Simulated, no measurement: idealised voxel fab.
Presented below is a process module, voxel transistor to metal.
205 nm wide, 5 nm square cells: that's cross-section cut.
When this document writes out a cross-section, it uses a grid of square cells and lists it as bands, beginning at the top and moving down, with a band standing for one or more rows of cells. Band entry format. Leading values: height of top, height of bottom, nm. Remainder: materials in left-to-right order, each with its width in nm. Special words: "throughout" on a single material, which then fills the band edge to edge; "air", empty space. It should be noted that heights are counted from 0, beneath which the wafer as supplied is of one material throughout, and that the lowest band possesses no lower boundary but continues downward, as written in "top 0, no bottom". Per-row width for "30->40": begins at first number (top row of band), ends at second number (bottom row), increment between rows held constant. The cross-section has no changed cell in any step marked "nothing changed". Each empty space that has no open way to the top and spans at least 8 cells appears under "Closed void list" as width x height at distance, the distance counted from the left edge, all in nm. On a step's line, text after the settings is the simulator commenting on that step. overlay nm: for a step with a mask, the amount by which the mask lay right of where it was planned; a negative amount means left of it.

## So here's the lineup of process steps we planned
1. op RECEIVE | material Si
2. op CONFORMAL_DEP | material SiO2 | thk nm 5
3. op CONFORMAL_DEP | material SiN | thk nm 15
4. op DIRECTIONAL_DEP | material aC | thk nm 10
5. op PATTERN | tone cover | mask id ACTIVE | material resist | width nm 120 | thk nm 30 | overlay nm 0
6. op DIRECTIONAL_ETCH | etch materials aC | depth nm 10
7. op STRIP | etch materials resist
8. op DIRECTIONAL_ETCH | etch materials SiN | depth nm 15
9. op DIRECTIONAL_ETCH | etch materials SiO2 | depth nm 5
10. op DIRECTIONAL_ETCH | etch materials Si | depth nm 30
11. op STRIP | etch materials aC
12. op FILL_DEP | material SiO2 | thk nm 5
13. op CMP | height nm 20
14. op SELECTIVE_ETCH | etch materials SiO2 | depth nm 15
15. op STRIP | etch materials SiN
16. op SELECTIVE_ETCH | etch materials SiO2 | depth nm 5
17. op OXIDIZE | depth nm 5
18. op DIRECTIONAL_DEP | material polySi | thk nm 30
19. op DIRECTIONAL_DEP | material SiCN | thk nm 15
20. op DIRECTIONAL_DEP | material aC | thk nm 10
21. op PATTERN | tone cover | mask id GATE | material resist | width nm 20 | thk nm 30 | overlay nm 0
22. op DIRECTIONAL_ETCH | etch materials aC | depth nm 10
23. op STRIP | etch materials resist
24. op DIRECTIONAL_ETCH | etch materials SiCN | depth nm 25
25. op DIRECTIONAL_ETCH | etch materials polySi | depth nm 40
26. op STRIP | etch materials aC
27. op CONFORMAL_DEP | material SiN | thk nm 10
28. op DIRECTIONAL_ETCH | etch materials SiN | depth nm 10
29. op DIRECTIONAL_ETCH | etch materials SiO2 | depth nm 5
30. op EPI | material nSi | thk nm 5
31. op FILL_DEP | material SiO2 | thk nm 5
32. op CMP | height nm 45
33. op DIRECTIONAL_DEP | material SiO2 | thk nm 15
34. op PATTERN | tone open | mask id CONTACT | material resist | width nm 20 | pitch nm 80 | thk nm 15 | overlay nm 0
35. op DIRECTIONAL_ETCH | etch materials SiO2 | depth nm 60
36. op STRIP | etch materials resist
37. op CONFORMAL_DEP | material TiN | thk nm 5
38. op FILL_DEP | material W | thk nm 5
39. op CMP | height nm 60
40. op DIRECTIONAL_DEP | material TiN | thk nm 5
41. op DIRECTIONAL_DEP | material Ru | thk nm 15
42. op MASKED_ETCH | tone cover | mask id METAL_1 | width nm 20 | pitch nm 80 | etch materials Ru | depth nm 15 | overlay nm 0
43. op MASKED_ETCH | tone cover | mask id METAL_1 | width nm 20 | pitch nm 80 | etch materials TiN | depth nm 5 | overlay nm 0
44. op FILL_DEP | material SiO2 | thk nm 5
45. op CMP | height nm 80
46. op CONFORMAL_DEP | material SiCN | thk nm 5
47. op DIRECTIONAL_DEP | material lowk | thk nm 25
48. op PATTERN | tone open | mask id METAL_2_HOLES | material resist | width nm 15 | pitch nm 80 | thk nm 20 | overlay nm 0
49. op DIRECTIONAL_ETCH | etch materials lowk | depth nm 25
50. op STRIP | etch materials resist
51. op MASKED_ETCH | tone open | mask id METAL_2 | width nm 20 | pitch nm 80 | etch materials lowk | depth nm 15 | overlay nm 0
52. op MASKED_ETCH | tone open | mask id METAL_2 | width nm 20 | pitch nm 80 | etch materials SiCN | depth nm 5 | overlay nm 0
53. op CONFORMAL_DEP | material TiN | thk nm 5
54. op FILL_DEP | material Cu | thk nm 10
55. op CMP | height nm 110
56. op CONFORMAL_DEP | material SiN | thk nm 5

## Cross-section, incoming material, after step 1
	top 0, no bottom = Si throughout
	Closed void list: none

## Same starting wafer, same plan as above, one mistake in the execution; this is the cross-section at the end of the module
	top 130, bottom 125 = SiN throughout
	top 125, bottom 115 = Cu throughout
	top 115, bottom 110 = TiN 55; Cu 10; TiN 70; Cu 10; TiN 60
	top 110, bottom 100 = lowk 50; TiN 5; Cu 10; TiN 5; lowk 60; TiN 5; Cu 10; TiN 5; lowk 55
	top 100, bottom 95 = lowk 50; TiN 5; Cu 5; TiN 10; lowk 60; TiN 5; Cu 5; TiN 10; lowk 55
	top 95, bottom 85 = lowk 50; TiN 5; Cu 5; TiN 5; lowk 65; TiN 5; Cu 5; TiN 5; lowk 60
	top 85, bottom 80 = SiCN 50; TiN 15; SiCN 65; TiN 15; SiCN 60
	top 80, bottom 65 = SiO2 50; Ru 20; SiO2 60; Ru 20; SiO2 55
	top 65, bottom 60 = SiO2 50; TiN 20; SiO2 60; TiN 20; SiO2 55
	top 60, bottom 45 = SiO2 50; TiN 5; W 10; TiN 5; SiO2 60; TiN 5; W 10; TiN 5; SiO2 55
	top 45, bottom 30 = SiO2 50; TiN 5; W 10; TiN 5; SiO2 10; SiN 10; SiCN 20; SiN 10; SiO2 10; TiN 5; W 10; TiN 5; SiO2 55
	top 30, bottom 5 = SiO2 50; TiN 5; W 10; TiN 5; SiO2 10; SiN 10; polySi 20; SiN 10; SiO2 10; TiN 5; W 10; TiN 5; SiO2 55
	top 5, bottom 0 = SiO2 50; TiN 20; SiO2 10; SiN 10; polySi 20; SiN 10; SiO2 10; TiN 20; SiO2 55
	top 0, bottom -5 = SiO2 35; nSi 45; SiO2 40; nSi 45; SiO2 40
	top -5, bottom -30 = SiO2 40; Si 120; SiO2 45
	top -30, no bottom = Si throughout
	Closed void list: none
Which mistake was made when the wafer was run? the run left out plan step 55 entirely, so it was never executed
